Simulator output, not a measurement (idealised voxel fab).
The following process module bears the name voxel air gaps.
We display cut, a cross-section 270 nm in width whose square cells are each 5 nm.
Think of the cross-section as a grid of square cells. We describe it in bands, top to bottom, and each band covers one or more rows of those cells.
The entry gives the band's vertical extent as a top height and a bottom height in nm, then its horizontal make-up as materials from left to right, each with a width in nm. "blank" stands for empty space; a single material marked "edge to edge" fills the band edge to edge.
Ref level 0: as-received wafer is one material below here. Bottom band extends down with no lower bound ("0 down").
Width "30 to 40": first value at the band's top row of cells, second value at its bottom row, equal change from row to row.
"no modifications" -> step changed no cross-section cell.
Heads up: "Closed void roster" only lists the empty pockets with no open path to the top that are 8 cells or more, and it writes them as width x height at distance, distance from the left edge, in nm.
On a step's line, text after the settings is the simulator commenting on that step.
Regarding "overlay nm": on a step with a mask, it is the distance the mask lay to the right of its planned place; a negative value places it to the left.
-- The steps planned for the process are as follows
1: RECEIVE, material Si
2: CONFORMAL_DEP, material SiO2, thk nm 10
3: CONFORMAL_DEP, material SiCN, thk nm 5
4: DIRECTIONAL_DEP, material SiO2, thk nm 40
5: PATTERN, tone open, mask id LINES, material resist, width nm 25, pitch nm 55, thk nm 15, overlay nm 0
6: DIRECTIONAL_ETCH, etch materials SiO2, depth nm 40
7: STRIP, etch materials resist
8: CONFORMAL_DEP, material TiN, thk nm 5
9: FILL_DEP, material Ru, thk nm 5
10: CMP, height nm 55
11: EPI, material Ru, thk nm 10
12: SELECTIVE_ETCH, etch materials SiO2, depth nm 50
13: CONFORMAL_DEP, material SiCN, thk nm 5
-- Cross-section of the wafer as it came to us, i.e., already through step 1
  0 down = Si edge to edge
  Closed void roster: none
-- Wafer cross-section at end of module: start and plan as shown above, one execution error
  70 to 65 = SiCN edge to edge
  65 to 55 = Ru: 75 / SiCN: 5 / Ru: 50 / SiCN: 5 / Ru: 50 / SiCN: 5 / Ru: 80
  55 to 50 = Ru: 60 / TiN: 5 / SiCN: 25 / TiN: 5 / Ru: 20 / TiN: 5 / SiCN: 25 / TiN: 5 / Ru: 20 / TiN: 5 / SiCN: 25 / TiN: 5 / Ru: 65
  50 to 20 = Ru: 60 / TiN: 5 / SiCN: 5 / blank: 15 / SiCN: 5 / TiN: 5 / Ru: 20 / TiN: 5 / SiCN: 5 / blank: 15 / SiCN: 5 / TiN: 5 / Ru: 20 / TiN: 5 / SiCN: 5 / blank: 15 / SiCN: 5 / TiN: 5 / Ru: 65
  20 to 15 = TiN: 65 / SiCN: 25 / TiN: 30 / SiCN: 25 / TiN: 30 / SiCN: 25 / TiN: 70
  15 to 10 = SiCN edge to edge
  10 to 0 = SiO2 edge to edge
  0 down = Si edge to edge
  Closed void roster: 15 x 30 at 70; 15 x 30 at 125; 15 x 30 at 180
Nonconformance to the process plan: step 5, actual vs plan mismatch, actual run PATTERN, tone cover, mask id LINES, material resist, width nm 25, pitch nm 55, thk nm 15, overlay nm 0
